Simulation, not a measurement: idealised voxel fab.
process module | voxel air gaps
cross-section cut | 230 nm wide | cells 5 nm
A cross-section is a grid of square cells, given in bands from the top down. A band is one or more rows of cells.
Each band's line starts with the height of the band's top and of its bottom, in nm. Then come its materials from left to right, each with its width in nm. One material with "throughout" fills the band from edge to edge. "air" is empty space.
Height 0 is the level under which the wafer as received is all one material. The lowest band goes on downwards, as in "0 down".
A width such as "30 to 40" changes by the same amount from each row of cells to the next, from the band's top row to its bottom row.
"no change" after a step means that no cell of the cross-section changed.
closed voids: empty space of 8 cells or more with no open way to the top, each as width x height at its distance from the left edge, in nm
after a step's settings: what the simulator itself notes on the step
overlay nm, on a step with a mask: how far to the right of its planned place the mask lay; to the left if negative
plan
1 op RECEIVE | material Si
2 op CONFORMAL_DEP | material SiO2 | thk nm 10
3 op CONFORMAL_DEP | material SiN | thk nm 5
4 op DIRECTIONAL_DEP | material lowk | thk nm 40
5 op PATTERN | tone open | mask id LINES | material resist | width nm 20 | pitch nm 45 | thk nm 20 | overlay nm 0
6 op DIRECTIONAL_ETCH | etch materials lowk | depth nm 40
7 op STRIP | etch materials resist
8 op CONFORMAL_DEP | material TiN | thk nm 5
9 op FILL_DEP | material Ru | thk nm 5
10 op CMP | height nm 55
11 op EPI | material Ru | thk nm 10
12 op SELECTIVE_ETCH | etch materials lowk | depth nm 50
13 op CONFORMAL_DEP | material SiCN | thk nm 5
as received, after step 1
  0 down: Si throughout
  closed voids: none
first wafer at the end, as planned
  70 to 65: air 20 | SiCN 185 | air 25
  65 to 55: air 20 | SiCN 5 | Ru 40 | SiCN 5 | Ru 40 | SiCN 5 | Ru 40 | SiCN 5 | Ru 40 | SiCN 5 | air 25
  55 to 50: air 20 | SiCN 15 | TiN 5 | Ru 10 | TiN 5 | SiCN 25 | TiN 5 | Ru 10 | TiN 5 | SiCN 25 | TiN 5 | Ru 10 | TiN 5 | SiCN 25 | TiN 5 | Ru 10 | TiN 5 | SiCN 15 | air 25
  50 to 20: air 30 | SiCN 5 | TiN 5 | Ru 10 | TiN 5 | SiCN 5 | air 15 | SiCN 5 | TiN 5 | Ru 10 | TiN 5 | SiCN 5 | air 15 | SiCN 5 | TiN 5 | Ru 10 | TiN 5 | SiCN 5 | air 15 | SiCN 5 | TiN 5 | Ru 10 | TiN 5 | SiCN 5 | air 35
  20 to 15: SiCN 35 | TiN 20 | SiCN 25 | TiN 20 | SiCN 25 | TiN 20 | SiCN 25 | TiN 20 | SiCN 40
  15 to 10: SiN throughout
  10 to 0: SiO2 throughout
  0 down: Si throughout
  closed voids: 15 x 30 at 60; 15 x 30 at 105; 15 x 30 at 150
second wafer at the end: like start, like plan, one mistake
  65 to 55: air 25 | Ru 40 | air 5 | Ru 40 | air 5 | Ru 40 | air 5 | Ru 40 | air 30
  55 to 20: air 35 | TiN 5 | Ru 10 | TiN 5 | air 25 | TiN 5 | Ru 10 | TiN 5 | air 25 | TiN 5 | Ru 10 | TiN 5 | air 25 | TiN 5 | Ru 10 | TiN 5 | air 40
  20 to 15: air 35 | TiN 20 | air 25 | TiN 20 | air 25 | TiN 20 | air 25 | TiN 20 | air 40
  15 to 10: SiN throughout
  10 to 0: SiO2 throughout
  0 down: Si throughout
  closed voids: none
what went wrong: step 13 was left out
at the end the second wafer has, in cells: 146 fewer of SiCN
closed voids at the end (first wafer, second wafer): 3, 0
